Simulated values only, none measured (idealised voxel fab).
process module | voxel self aligned contacts
cross-section cut | 290 nm wide | cells 5 nm
A cross-section is a grid of square cells, given in bands from the top down. A band is one or more rows of cells.
Each band's line starts with the height of the band's top and of its bottom, in nm. Then come its materials from left to right, each with its width in nm. One material with "throughout" fills the band from edge to edge. "air" is empty space.
Height 0 is the level under which the wafer as received is all one material. The lowest band goes on downwards, as in "0 down".
A width such as "30 to 40" changes by the same amount from each row of cells to the next, from the band's top row to its bottom row.
"no change" after a step means that no cell of the cross-section changed.
closed voids: empty space of 8 cells or more with no open way to the top, each as width x height at its distance from the left edge, in nm
after a step's settings: what the simulator itself notes on the step
overlay nm, on a step with a mask: how far to the right of its planned place the mask lay; to the left if negative
plan
1 op RECEIVE | material Si
2 op CONFORMAL_DEP | material SiO2 | thk nm 5
3 op DIRECTIONAL_DEP | material polySi | thk nm 25
4 op DIRECTIONAL_DEP | material SiN | thk nm 15
5 op PATTERN | tone cover | mask id GATE | material resist | width nm 35 | pitch nm 60 | thk nm 15 | overlay nm 0
6 op DIRECTIONAL_ETCH | etch materials SiN | depth nm 15
7 op DIRECTIONAL_ETCH | etch materials polySi | depth nm 25
8 op STRIP | etch materials resist
9 op CONFORMAL_DEP | material SiN | thk nm 5
10 op DIRECTIONAL_ETCH | etch materials SiN | depth nm 5
11 op FILL_DEP | material SiO2 | thk nm 20
12 op CMP | height nm 55
13 op DIRECTIONAL_DEP | material aC | thk nm 15
14 op PATTERN | tone open | mask id CONTACT | material resist | width nm 35 | thk nm 35 | overlay nm 0
15 op DIRECTIONAL_ETCH | etch materials aC | depth nm 15
16 op STRIP | etch materials resist
17 op DIRECTIONAL_ETCH | etch materials SiO2 | depth nm 55
18 op STRIP | etch materials aC
19 op CONFORMAL_DEP | material TiN | thk nm 5
20 op FILL_DEP | material Ru | thk nm 10
21 op CMP | height nm 55
22 op CONFORMAL_DEP | material SiCN | thk nm 5
as received, after step 1
  0 down: Si throughout
  closed voids: none
first wafer at the end, as planned
  60 to 55: SiCN throughout
  55 to 45: SiO2 125 | TiN 5 to 15 | Ru 25 to 5 | TiN 5 to 15 | SiO2 130
  45 to 30: SiO2 90 | SiN 45 | TiN 5 | Ru 5 | TiN 5 | SiN 45 | SiO2 95
  30 to 5: SiO2 90 | SiN 5 | polySi 35 | SiN 5 | TiN 5 | Ru 5 | TiN 5 | SiN 5 | polySi 35 | SiN 5 | SiO2 95
  5 to 0: SiO2 135 | TiN 15 | SiO2 140
  0 down: Si throughout
  closed voids: none
second wafer at the end: like start, like plan, one mistake
  60 to 55: SiCN throughout
  55 to 50: SiO2 125 | TiN 15 | Ru 5 | TiN 15 | SiO2 130
  50 to 45: SiO2 90 | Ru 45 | TiN 5 | Ru 5 | TiN 5 | Ru 45 | SiO2 95
  45 to 30: SiO2 90 | Ru 5 | SiN 35 | Ru 5 | TiN 5 | Ru 5 | TiN 5 | Ru 5 | SiN 35 | Ru 5 | SiO2 95
  30 to 15: SiO2 90 | Ru 5 | polySi 35 | Ru 5 | TiN 5 | Ru 5 | TiN 5 | Ru 5 | polySi 35 | Ru 5 | SiO2 95
  15 to 10: SiO2 90 | Ru 5 | polySi 35 | Ru 5 | TiN 15 | Ru 5 | polySi 35 | Ru 5 | SiO2 95
  10 to 5: Ru 95 | polySi 35 | Ru 25 | polySi 35 | Ru 100
  5 to 0: SiO2 throughout
  0 down: Si throughout
  closed voids: none
what went wrong: step 9 ran as: op CONFORMAL_DEP | material Ru | thk nm 5
at the end the second wafer has, in cells: 84 more of Ru | 32 fewer of SiN | 48 fewer of SiO2 | 4 fewer of TiN
